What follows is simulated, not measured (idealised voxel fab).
Module name: voxel spacer lines (process module)
Each square cell in cross-section cut measures 5 nm, and the section as a whole is 220 nm wide.
This document writes a cross-section as a grid whose cells are square, and gives it as bands, listed from the top down; one or more rows of cells form a band. What a band's entry tells you: where the top is and where the bottom is, as heights in nm, and after that what lies inside, material by material from left to right, each with its width in nm. Empty space is written as the word "empty", and a single material marked with the word "edge to edge" occupies the band from edge to edge. Basically, 0 is our baseline, since under it the wafer straight out of the box is all one material. The bottom band has no lower end and keeps on going down, so it looks like "0..down". Note: "30->40" means the width goes from the first number (top row of the band) to the second number (bottom row) in equal steps per row of cells. Where the words "identical to before" appear for a step, the cross-section shows no cell changed by that step; every cell remained as before. In the "Fully closed voids" entry, you get each enclosed empty space of 8 cells or more, one with no open way to the top, written width x height at distance, distance from the left edge, in nm. Formally, on a step line, whatever follows the settings is a remark that the simulator itself makes on the step. overlay nm: right-of-plan distance of the mask on a masked step; negative values mean left-of-plan.

-- Set out below are the planned steps of the process
1) op RECEIVE | material Si
2) op CONFORMAL_DEP | material Al2O3 | thk nm 5
3) op DIRECTIONAL_DEP | material SiN | thk nm 15
4) op DIRECTIONAL_DEP | material polySi | thk nm 25
5) op PATTERN | tone cover | mask id MANDREL | material resist | width nm 20 | pitch nm 70 | thk nm 35 | overlay nm 0
6) op DIRECTIONAL_ETCH | etch materials polySi | depth nm 25
7) op STRIP | etch materials resist
8) op CONFORMAL_DEP | material SiO2 | thk nm 15
9) op DIRECTIONAL_ETCH | etch materials SiO2 | depth nm 15
10) op STRIP | etch materials polySi
11) op DIRECTIONAL_ETCH | etch materials SiN | depth nm 15
12) op STRIP | etch materials SiO2
13) op FILL_DEP | material lowk | thk nm 10
14) op CMP | height nm 20

-- Concerning the first of two wafers, which was run in accordance with the plan

-- Cross-section of the wafer upon arrival, representing the state reached after step 1
    0..down = Si edge to edge
    Fully closed voids: none

-- Step 2 done - wafer cross-section
    5..0 = Al2O3 edge to edge
    Whatever lies below 0 is exactly as it was before.

-- Step 3 done - wafer cross-section
    20..5 = SiN edge to edge
    Whatever lies below 5 is exactly as it was before.

-- Step 4 done - wafer cross-section
    45..20 = polySi edge to edge
    Whatever lies below 20 is exactly as it was before.

-- Step 5 done - wafer cross-section
    80..45 = 65 nm empty / 20 nm resist / 50 nm empty / 20 nm resist / 65 nm empty
    Whatever lies below 45 is exactly as it was before.

-- Step 6 done - wafer cross-section
    80..45 = 65 nm empty / 20 nm resist / 50 nm empty / 20 nm resist / 65 nm empty
    45..20 = 65 nm empty / 20 nm polySi / 50 nm empty / 20 nm polySi / 65 nm empty
    Whatever lies below 20 is exactly as it was before.

-- Step 7 done - wafer cross-section
    45..20 = 65 nm empty / 20 nm polySi / 50 nm empty / 20 nm polySi / 65 nm empty
    Whatever lies below 20 is exactly as it was before.

-- Step 8 done - wafer cross-section
    60..45 = 50 nm empty / 50 nm SiO2 / 20 nm empty / 50 nm SiO2 / 50 nm empty
    45..35 = 50 nm empty / 15 nm SiO2 / 20 nm polySi / 15 nm SiO2 / 20 nm empty / 15 nm SiO2 / 20 nm polySi / 15 nm SiO2 / 50 nm empty
    35..20 = 65 nm SiO2 / 20 nm polySi / 50 nm SiO2 / 20 nm polySi / 65 nm SiO2
    Whatever lies below 20 is exactly as it was before.

-- Step 9 done - wafer cross-section
    45..20 = 50 nm empty / 15 nm SiO2 / 20 nm polySi / 15 nm SiO2 / 20 nm empty / 15 nm SiO2 / 20 nm polySi / 15 nm SiO2 / 50 nm empty
    Whatever lies below 20 is exactly as it was before.

-- Step 10 done - wafer cross-section
    45..20 = 50 nm empty / 15 nm SiO2 / 20 nm empty / 15 nm SiO2 / 20 nm empty / 15 nm SiO2 / 20 nm empty / 15 nm SiO2 / 50 nm empty
    Whatever lies below 20 is exactly as it was before.

-- Step 11 done - wafer cross-section
    45..20 = 50 nm empty / 15 nm SiO2 / 20 nm empty / 15 nm SiO2 / 20 nm empty / 15 nm SiO2 / 20 nm empty / 15 nm SiO2 / 50 nm empty
    20..5 = 50 nm empty / 15 nm SiN / 20 nm empty / 15 nm SiN / 20 nm empty / 15 nm SiN / 20 nm empty / 15 nm SiN / 50 nm empty
    Whatever lies below 5 is exactly as it was before.

-- Step 12 done - wafer cross-section
    20..5 = 50 nm empty / 15 nm SiN / 20 nm empty / 15 nm SiN / 20 nm empty / 15 nm SiN / 20 nm empty / 15 nm SiN / 50 nm empty
    Whatever lies below 5 is exactly as it was before.

-- Step 13 done - wafer cross-section
    30..20 = lowk edge to edge
    20..5 = 50 nm lowk / 15 nm SiN / 20 nm lowk / 15 nm SiN / 20 nm lowk / 15 nm SiN / 20 nm lowk / 15 nm SiN / 50 nm lowk
    Whatever lies below 5 is exactly as it was before.

-- Step 14 done - wafer cross-section
    20..5 = 50 nm lowk / 15 nm SiN / 20 nm lowk / 15 nm SiN / 20 nm lowk / 15 nm SiN / 20 nm lowk / 15 nm SiN / 50 nm lowk
    Whatever lies below 5 is exactly as it was before.

-- Second wafer, same starting conditions and recipe as the first, one mistake in executing it, nothing differs from the first up to and including step 13

-- Here is the second wafer in cross-section at the point where step 14 of the plan should have been done
    20..5 = 50 nm lowk / 15 nm SiN / 20 nm lowk / 15 nm SiN / 20 nm lowk / 15 nm SiN / 20 nm lowk / 15 nm SiN / 50 nm lowk
    Whatever lies below 5 is exactly as it was before.
Which mistake was made when the wafer was run? execution of plan step 14 occurred twice
The two wafers finish with the same cross-section, and therefore the mistake leaves the computed outcome of this model unchanged.
